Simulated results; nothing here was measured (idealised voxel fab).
The process module that follows is named voxel spacer lines.
Square cells of 5 nm make up the cross-section cut, whose width is 275 nm.
Cross-sections here: square-cell grids, written as top-down lists of bands, a band being one or more rows of cells.
For a band, the entry starts with two heights in nm, that of the top and then that of the bottom, and carries on with the band's materials in order from left to right, each alongside its width in nm; the word "everywhere" beside a single material means it fills the band edge to edge, and "blank" means empty space.
Heights from 0 (as-received wafer is one material below). Bottom band endless downward, as "0 down".
With a width like "30..40", each row of cells in the band differs from the next by the same amount, the top row carrying the first number and the bottom row the second.
The designation "nothing altered", where it is given for a processing step, indicates that no cell of the cross-section was altered in the course of that step.
Heads up: "Catalogued sealed voids" only lists the empty pockets with no open path to the top that are 8 cells or more, and it writes them as width x height at distance, distance from the left edge, in nm.
That trailing text on a step's line, after the settings, is the simulator's own remark on the step.
On any step carrying a mask, the "overlay nm" setting, if present on the step's line, tells how far right of its planned place the mask lay; negative values point to the left.
Plan:
1,RECEIVE (material Si)
2,CONFORMAL_DEP (material SiO2; thk nm 5)
3,DIRECTIONAL_DEP (material TiN; thk nm 20)
4,DIRECTIONAL_DEP (material polySi; thk nm 30)
5,PATTERN (tone cover; mask id MANDREL; material resist; width nm 15; pitch nm 60; thk nm 40; overlay nm 0)
6,DIRECTIONAL_ETCH (etch materials polySi; depth nm 30)
7,STRIP (etch materials resist)
8,CONFORMAL_DEP (material SiN; thk nm 15)
9,DIRECTIONAL_ETCH (etch materials SiN; depth nm 15)
10,STRIP (etch materials polySi)
11,DIRECTIONAL_ETCH (etch materials TiN; depth nm 20)
12,STRIP (etch materials SiN)
First of the two wafers, run per plan:
Wafer cross-section on receipt, i.e. after step 1:
* 0 down | Si everywhere
* Catalogued sealed voids: none
State of the wafer after step 2, shown in cross-section:
* 5 to 0 | SiO2 everywhere
* Under 0: no change, same as before.
State of the wafer after step 3, shown in cross-section:
* 25 to 5 | TiN everywhere
* Under 5: no change, same as before.
State of the wafer after step 4, shown in cross-section:
* 55 to 25 | polySi everywhere
* Under 25: no change, same as before.
State of the wafer after step 5, shown in cross-section:
* 95 to 55 | blank: 70; resist: 15; blank: 45; resist: 15; blank: 45; resist: 15; blank: 70
* Under 55: no change, same as before.
State of the wafer after step 6, shown in cross-section:
* 95 to 55 | blank: 70; resist: 15; blank: 45; resist: 15; blank: 45; resist: 15; blank: 70
* 55 to 25 | blank: 70; polySi: 15; blank: 45; polySi: 15; blank: 45; polySi: 15; blank: 70
* Under 25: no change, same as before.
State of the wafer after step 7, shown in cross-section:
* 55 to 25 | blank: 70; polySi: 15; blank: 45; polySi: 15; blank: 45; polySi: 15; blank: 70
* Under 25: no change, same as before.
State of the wafer after step 8, shown in cross-section:
* 70 to 55 | blank: 55; SiN: 45; blank: 15; SiN: 45; blank: 15; SiN: 45; blank: 55
* 55 to 40 | blank: 55; SiN: 15; polySi: 15; SiN: 15; blank: 15; SiN: 15; polySi: 15; SiN: 15; blank: 15; SiN: 15; polySi: 15; SiN: 15; blank: 55
* 40 to 25 | SiN: 70; polySi: 15; SiN: 45; polySi: 15; SiN: 45; polySi: 15; SiN: 70
* Under 25: no change, same as before.
State of the wafer after step 9, shown in cross-section:
* 55 to 25 | blank: 55; SiN: 15; polySi: 15; SiN: 15; blank: 15; SiN: 15; polySi: 15; SiN: 15; blank: 15; SiN: 15; polySi: 15; SiN: 15; blank: 55
* Under 25: no change, same as before.
State of the wafer after step 10, shown in cross-section:
* 55 to 25 | blank: 55; SiN: 15; blank: 15; SiN: 15; blank: 15; SiN: 15; blank: 15; SiN: 15; blank: 15; SiN: 15; blank: 15; SiN: 15; blank: 55
* Under 25: no change, same as before.
State of the wafer after step 11, shown in cross-section:
* 55 to 25 | blank: 55; SiN: 15; blank: 15; SiN: 15; blank: 15; SiN: 15; blank: 15; SiN: 15; blank: 15; SiN: 15; blank: 15; SiN: 15; blank: 55
* 25 to 5 | blank: 55; TiN: 15; blank: 15; TiN: 15; blank: 15; TiN: 15; blank: 15; TiN: 15; blank: 15; TiN: 15; blank: 15; TiN: 15; blank: 55
* Under 5: no change, same as before.
State of the wafer after step 12, shown in cross-section:
* 25 to 5 | blank: 55; TiN: 15; blank: 15; TiN: 15; blank: 15; TiN: 15; blank: 15; TiN: 15; blank: 15; TiN: 15; blank: 15; TiN: 15; blank: 55
* Under 5: no change, same as before.
The remaining wafer, second of the two, started like the first and was run to the same plan, except that one mistake was made along the way; the two coincide through step 4, inclusive:
The second wafer cut through, at the time step 5 was supposed to be finished:
* 95 to 55 | resist: 70; blank: 15; resist: 45; blank: 15; resist: 45; blank: 15; resist: 70
* Under 55: no change, same as before.
The second wafer cut through, at the time step 6 was supposed to be finished:
* 95 to 55 | resist: 70; blank: 15; resist: 45; blank: 15; resist: 45; blank: 15; resist: 70
* 55 to 25 | polySi: 70; blank: 15; polySi: 45; blank: 15; polySi: 45; blank: 15; polySi: 70
* Under 25: no change, same as before.
The second wafer cut through, at the time step 7 was supposed to be finished:
* 55 to 25 | polySi: 70; blank: 15; polySi: 45; blank: 15; polySi: 45; blank: 15; polySi: 70
* Under 25: no change, same as before.
The second wafer cut through, at the time step 8 was supposed to be finished:
* 70 to 55 | SiN everywhere
* 55 to 25 | polySi: 70; SiN: 15; polySi: 45; SiN: 15; polySi: 45; SiN: 15; polySi: 70
* Under 25: no change, same as before.
The second wafer cut through, at the time step 9 was supposed to be finished:
* 55 to 25 | polySi: 70; SiN: 15; polySi: 45; SiN: 15; polySi: 45; SiN: 15; polySi: 70
* Under 25: no change, same as before.
The second wafer cut through, at the time step 10 was supposed to be finished:
* 55 to 25 | blank: 70; SiN: 15; blank: 45; SiN: 15; blank: 45; SiN: 15; blank: 70
* Under 25: no change, same as before.
The second wafer cut through, at the time step 11 was supposed to be finished:
* 55 to 25 | blank: 70; SiN: 15; blank: 45; SiN: 15; blank: 45; SiN: 15; blank: 70
* 25 to 5 | blank: 70; TiN: 15; blank: 45; TiN: 15; blank: 45; TiN: 15; blank: 70
* Under 5: no change, same as before.
The second wafer cut through, at the time step 12 was supposed to be finished:
* 25 to 5 | blank: 70; TiN: 15; blank: 45; TiN: 15; blank: 45; TiN: 15; blank: 70
* Under 5: no change, same as before.
The mistake made against the process plan was this: not per plan at step 5, really ran PATTERN (tone open; mask id MANDREL; material resist; width nm 15; pitch nm 60; thk nm 40; overlay nm 0)
Heads up, by the end the second wafer has more or fewer cells of some materials compared to the first: 36 fewer of TiN
